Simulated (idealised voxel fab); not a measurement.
process module | voxel transistor to metal
cross-section cut | 300 nm wide | cells 5 nm
A cross-section is a grid of square cells, given in bands from the top down. A band is one or more rows of cells.
Each band's line starts with the height of the band's top and of its bottom, in nm. Then come its materials from left to right, each with its width in nm. One material with "throughout" fills the band from edge to edge. "air" is empty space.
Height 0 is the level under which the wafer as received is all one material. The lowest band goes on downwards, as in "0 down".
A width such as "30 to 40" changes by the same amount from each row of cells to the next, from the band's top row to its bottom row.
"no change" after a step means that no cell of the cross-section changed.
closed voids: empty space of 8 cells or more with no open way to the top, each as width x height at its distance from the left edge, in nm
after a step's settings: what the simulator itself notes on the step
overlay nm, on a step with a mask: how far to the right of its planned place the mask lay; to the left if negative
plan
1 op RECEIVE | material Si
2 op CONFORMAL_DEP | material SiO2 | thk nm 5
3 op CONFORMAL_DEP | material SiN | thk nm 10
4 op DIRECTIONAL_DEP | material aC | thk nm 15
5 op PATTERN | tone cover | mask id ACTIVE | material resist | width nm 95 | pitch nm 125 | thk nm 30 | overlay nm 0
6 op DIRECTIONAL_ETCH | etch materials aC | depth nm 15
7 op STRIP | etch materials resist
8 op DIRECTIONAL_ETCH | etch materials SiN | depth nm 10
9 op DIRECTIONAL_ETCH | etch materials SiO2 | depth nm 5
10 op DIRECTIONAL_ETCH | etch materials Si | depth nm 20
11 op STRIP | etch materials aC
12 op FILL_DEP | material SiO2 | thk nm 10
13 op CMP | height nm 15
14 op SELECTIVE_ETCH | etch materials SiO2 | depth nm 5
15 op STRIP | etch materials SiN
16 op SELECTIVE_ETCH | etch materials SiO2 | depth nm 5
17 op OXIDIZE | depth nm 5
18 op DIRECTIONAL_DEP | material polySi | thk nm 25
19 op DIRECTIONAL_DEP | material SiCN | thk nm 15
20 op DIRECTIONAL_DEP | material aC | thk nm 10
21 op PATTERN | tone cover | mask id GATE | material resist | width nm 15 | pitch nm 125 | thk nm 25 | overlay nm 0
22 op DIRECTIONAL_ETCH | etch materials aC | depth nm 10
23 op STRIP | etch materials resist
24 op DIRECTIONAL_ETCH | etch materials SiCN | depth nm 25
25 op DIRECTIONAL_ETCH | etch materials polySi | depth nm 35
26 op STRIP | etch materials aC
27 op CONFORMAL_DEP | material SiN | thk nm 5
28 op DIRECTIONAL_ETCH | etch materials SiN | depth nm 5
29 op DIRECTIONAL_ETCH | etch materials SiO2 | depth nm 5
30 op EPI | material nSi | thk nm 5
31 op FILL_DEP | material SiO2 | thk nm 10
32 op CMP | height nm 40
33 op DIRECTIONAL_DEP | material SiO2 | thk nm 15
34 op DIRECTIONAL_DEP | material aC | thk nm 15
35 op PATTERN | tone open | mask id CONTACT | material resist | width nm 15 | thk nm 35 | overlay nm 0
36 op DIRECTIONAL_ETCH | etch materials aC | depth nm 15
37 op STRIP | etch materials resist
38 op DIRECTIONAL_ETCH | etch materials SiO2 | depth nm 55
39 op STRIP | etch materials aC
40 op CONFORMAL_DEP | material TiN | thk nm 5
41 op FILL_DEP | material W | thk nm 5
42 op CMP | height nm 55
43 op DIRECTIONAL_DEP | material TiN | thk nm 5
44 op DIRECTIONAL_DEP | material W | thk nm 15
45 op DIRECTIONAL_DEP | material aC | thk nm 15
46 op PATTERN | tone cover | mask id METAL_1 | material resist | width nm 15 | thk nm 30 | overlay nm 0
47 op DIRECTIONAL_ETCH | etch materials aC | depth nm 15
48 op STRIP | etch materials resist
49 op DIRECTIONAL_ETCH | etch materials W | depth nm 15
50 op DIRECTIONAL_ETCH | etch materials TiN | depth nm 5
51 op STRIP | etch materials aC
52 op CONFORMAL_DEP | material SiN | thk nm 5
53 op FILL_DEP | material lowk | thk nm 5
54 op CMP | height nm 75
55 op CONFORMAL_DEP | material SiN | thk nm 5
as received, after step 1
  0 down: Si throughout
  closed voids: none
a wafer at the end: this start, this plan, one mistake
  80 to 75: SiN throughout
  75 to 60: lowk 40 | SiN 5 | W 25 | SiN 5 | lowk 25 | SiN 5 | W 25 | SiN 5 | lowk 30 | SiN 5 | W 25 | SiN 5 | lowk 25 | SiN 5 | W 25 | SiN 5 | lowk 40
  60 to 55: SiN 45 | TiN 25 | SiN 35 | TiN 25 | SiN 40 | TiN 25 | SiN 35 | TiN 25 | SiN 45
  55 to 40: SiO2 50 | TiN 5 | W 5 | TiN 5 | SiO2 45 | TiN 5 | W 5 | TiN 5 | SiO2 50 | TiN 5 | W 5 | TiN 5 | SiO2 45 | TiN 5 | W 5 | TiN 5 | SiO2 50
  40 to 25: SiO2 50 | TiN 5 | W 5 | TiN 5 | SiO2 10 | SiN 5 | SiCN 15 | SiN 5 | SiO2 10 | TiN 5 | W 5 | TiN 5 | SiO2 50 | TiN 5 | W 5 | TiN 5 | SiO2 10 | SiN 5 | SiCN 15 | SiN 5 | SiO2 10 | TiN 5 | W 5 | TiN 5 | SiO2 50
  25 to 5: SiO2 50 | TiN 5 | W 5 | TiN 5 | SiO2 10 | SiN 5 | polySi 15 | SiN 5 | SiO2 10 | TiN 5 | W 5 | TiN 5 | SiO2 50 | TiN 5 | W 5 | TiN 5 | SiO2 10 | SiN 5 | polySi 15 | SiN 5 | SiO2 10 | TiN 5 | W 5 | TiN 5 | SiO2 50
  5 to 0: SiO2 35 | SiN 5 | SiO2 10 | TiN 15 | SiO2 10 | SiN 5 | polySi 15 | SiN 5 | SiO2 10 | TiN 15 | SiO2 10 | SiN 5 | SiO2 20 | SiN 5 | SiO2 10 | TiN 15 | SiO2 10 | SiN 5 | polySi 15 | SiN 5 | SiO2 10 | TiN 15 | SiO2 10 | SiN 5 | SiO2 35
  0 to -5: SiO2 40 | nSi 35 | SiO2 25 | nSi 35 | SiO2 30 | nSi 35 | SiO2 25 | nSi 35 | SiO2 40
  -5 to -20: SiO2 40 | Si 95 | SiO2 30 | Si 95 | SiO2 40
  -20 down: Si throughout
  closed voids: none
what went wrong: step 46 ran as: op PATTERN | tone cover | mask id METAL_1 | material resist | width nm 25 | thk nm 30 | overlay nm 0
